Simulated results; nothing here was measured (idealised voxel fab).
Name of the process module below: voxel capacitor over wiring
FYI the section here is cut, 160 nm wide, cells are 5 nm squares.
Think of the cross-section as a grid of square cells. We describe it in bands, top to bottom, and each band covers one or more rows of those cells.
Within each band entry, the heights of the top and of the bottom of the band appear first, in that order and in nm; the materials of the band then follow from left to right, each with its corresponding width in nm. The designation "everywhere" on a single material indicates that it fills the band from edge to edge; the designation "empty" indicates empty space.
It should be noted that heights are counted from 0, beneath which the wafer as supplied is of one material throughout, and that the lowest band possesses no lower boundary but continues downward, as written in "z 0 and below".
Quick explanation for "30 to 40": the width changes in equal steps down the rows of cells, from the first number in the band's top row to the second number in its bottom row.
"same as before" for a step: no cell of the cross-section changed in that step.
In the "Enclosed void inventory" entry, you get each enclosed empty space of 8 cells or more, one with no open way to the top, written width x height at distance, distance from the left edge, in nm.
Post-settings text on a step line: simulator's own remark regarding the step.
Among the settings permitted on a step's line is "overlay nm"; applied to a step with a mask, it specifies the extent to which the mask lay to the right of its planned position, whereas a negative figure signifies a position to the left.

Steps planned for the process:
1) RECEIVE with material Si
2) CONFORMAL_DEP with material SiO2, thk nm 10
3) DIRECTIONAL_DEP with material TiN, thk nm 5
4) DIRECTIONAL_DEP with material Ru, thk nm 20
5) PATTERN with tone cover, mask id METAL_1, material resist, width nm 25, pitch nm 75, thk nm 15, overlay nm 0
6) DIRECTIONAL_ETCH with etch materials Ru, depth nm 20
7) DIRECTIONAL_ETCH with etch materials TiN, depth nm 5
8) STRIP with etch materials resist
9) CONFORMAL_DEP with material SiCN, thk nm 5
10) FILL_DEP with material lowk, thk nm 10
11) CMP with height nm 35
12) CONFORMAL_DEP with material SiCN, thk nm 5
13) DIRECTIONAL_DEP with material lowk, thk nm 10
14) PATTERN with tone open, mask id PLUG_1, material resist, width nm 15, thk nm 15, overlay nm 0
15) DIRECTIONAL_ETCH with etch materials lowk, depth nm 10
16) DIRECTIONAL_ETCH with etch materials SiCN, depth nm 5
17) STRIP with etch materials resist
18) CONFORMAL_DEP with material TiN, thk nm 5
19) FILL_DEP with material Cu, thk nm 5
20) CMP with height nm 50
21) DIRECTIONAL_DEP with material TiN, thk nm 5
22) DIRECTIONAL_DEP with material Al2O3, thk nm 5
23) DIRECTIONAL_DEP with material TiN, thk nm 10
24) MASKED_ETCH with tone cover, mask id UPPER_PLATE, width nm 45, etch materials TiN, depth nm 10, overlay nm 0
25) MASKED_ETCH with tone cover, mask id UPPER_PLATE, width nm 55, etch materials Al2O3, depth nm 5, overlay nm 0
26) MASKED_ETCH with tone cover, mask id LOWER_PLATE, width nm 65, etch materials TiN, depth nm 5, overlay nm 0
27) FILL_DEP with material SiO2, thk nm 15
28) CMP with height nm 80
29) DIRECTIONAL_DEP with material aC, thk nm 15
30) PATTERN with tone open, mask id PLUG_2, material resist, width nm 15, thk nm 35, overlay nm 0
31) DIRECTIONAL_ETCH with etch materials aC, depth nm 15
32) STRIP with etch materials resist
33) DIRECTIONAL_ETCH with etch materials SiO2, depth nm 10
34) STRIP with etch materials aC
35) CONFORMAL_DEP with material TiN, thk nm 5
36) FILL_DEP with material Cu, thk nm 10
37) CMP with height nm 80
38) CONFORMAL_DEP with material SiCN, thk nm 5
What sets these wafers apart? The width nm at step 24. They all start alike, and the plan carries the first wafer's value.

Cross-section of the first of several wafers as received (after step 1):
  z 0 and below  Si everywhere
  Enclosed void inventory: none

Per wafer (row), end of module: delta in cells per material since receipt, (+) for gained, (-) for lost; closed voids after that:
width nm 45 | +11 Al2O3 | +3 Cu | +40 Ru | +99 SiCN | +208 SiO2 | +53 TiN | +130 lowk | Enclosed void inventory: none
width nm 50 | +11 Al2O3 | +3 Cu | +40 Ru | +99 SiCN | +206 SiO2 | +55 TiN | +130 lowk | Enclosed void inventory: none
width nm 55 | +11 Al2O3 | +3 Cu | +40 Ru | +99 SiCN | +204 SiO2 | +57 TiN | +130 lowk | Enclosed void inventory: none
width nm 60 | +12 Al2O3 | +3 Cu | +40 Ru | +99 SiCN | +201 SiO2 | +59 TiN | +130 lowk | Enclosed void inventory: none
width nm 65 | +13 Al2O3 | +3 Cu | +40 Ru | +99 SiCN | +198 SiO2 | +61 TiN | +130 lowk | Enclosed void inventory: none
width nm 70 | +14 Al2O3 | +3 Cu | +40 Ru | +99 SiCN | +195 SiO2 | +63 TiN | +130 lowk | Enclosed void inventory: none
